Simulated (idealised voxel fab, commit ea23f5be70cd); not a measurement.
The process module presented herein is designated voxel spacer lines.
It is cross-section cut that appears here, measuring 250 nm in width, its square cells being 5 nm in size.
Think of the cross-section as a grid of square cells. We describe it in bands, top to bottom, and each band covers one or more rows of those cells. The entry gives the band's vertical extent as a top height and a bottom height in nm, then its horizontal make-up as materials from left to right, each with a width in nm. "air" stands for empty space; a single material marked "all across" fills the band edge to edge. Height reference: 0 = level under which incoming wafer is all one material. Lowest band: no bottom, runs on downward, e.g. "0..down". Graded width ("30..40"): value in top row of band = first number; value in bottom row = second number; row-to-row change constant. "nothing got changed" means the step left every cell of the cross-section as it was. So "Listed closed voids" is basically the list of trapped voids: any empty space of 8 cells or more that can't reach the top through an opening. They're written width x height at distance, the distance being from the left edge, and it's all nm. Note: text after step settings on the step line = simulator remark on that step. On any step carrying a mask, the "overlay nm" setting, if present on the step's line, tells how far right of its planned place the mask lay; negative values point to the left.
Steps in the process plan:
1 RECEIVE [material Si]
2 CONFORMAL_DEP [material Al2O3] [thk nm 10]
3 DIRECTIONAL_DEP [material TiN] [thk nm 10]
4 DIRECTIONAL_DEP [material aC] [thk nm 20]
5 PATTERN [tone cover] [mask id MANDREL] [material resist] [width nm 20] [pitch nm 60] [thk nm 30] [overlay nm 0]
6 DIRECTIONAL_ETCH [etch materials aC] [depth nm 20]
7 STRIP [etch materials resist]
8 CONFORMAL_DEP [material SiO2] [thk nm 10]
9 DIRECTIONAL_ETCH [etch materials SiO2] [depth nm 10]
10 STRIP [etch materials aC]
11 DIRECTIONAL_ETCH [etch materials TiN] [depth nm 10]
12 STRIP [etch materials SiO2]
13 FILL_DEP [material SiO2] [thk nm 5]
14 CMP [height nm 20]
Delivered wafer in cross-section: state after step 1:
- 0..down = Si all across
- Listed closed voids: none
Wafer cross-section at module end: first of two, run to plan:
- 20..10 = SiO2: 45  TiN: 10  SiO2: 20  TiN: 10  SiO2: 20  TiN: 10  SiO2: 20  TiN: 10  SiO2: 20  TiN: 10  SiO2: 20  TiN: 10  SiO2: 45
- 10..0 = Al2O3 all across
- 0..down = Si all across
- Listed closed voids: none
What the second wafer looks like in cross-section once the module is done. Its start and its plan matched the first wafer's exactly; what differed was one mistake in how it was run:
- 20..15 = SiO2 all across
- 15..5 = SiO2: 45  TiN: 10  SiO2: 20  TiN: 10  SiO2: 20  TiN: 10  SiO2: 20  TiN: 10  SiO2: 20  TiN: 10  SiO2: 20  TiN: 10  SiO2: 45
- 5..0 = Al2O3 all across
- 0..down = Si all across
- Listed closed voids: none
Short version of what went wrong: step 2 ran differently from the plan; actual operation with settings: CONFORMAL_DEP [material Al2O3] [thk nm 5]
The final cell counts differ between the wafers, with the second having more or fewer of some materials than the first: 50 fewer of Al2O3 | 50 more of SiO2
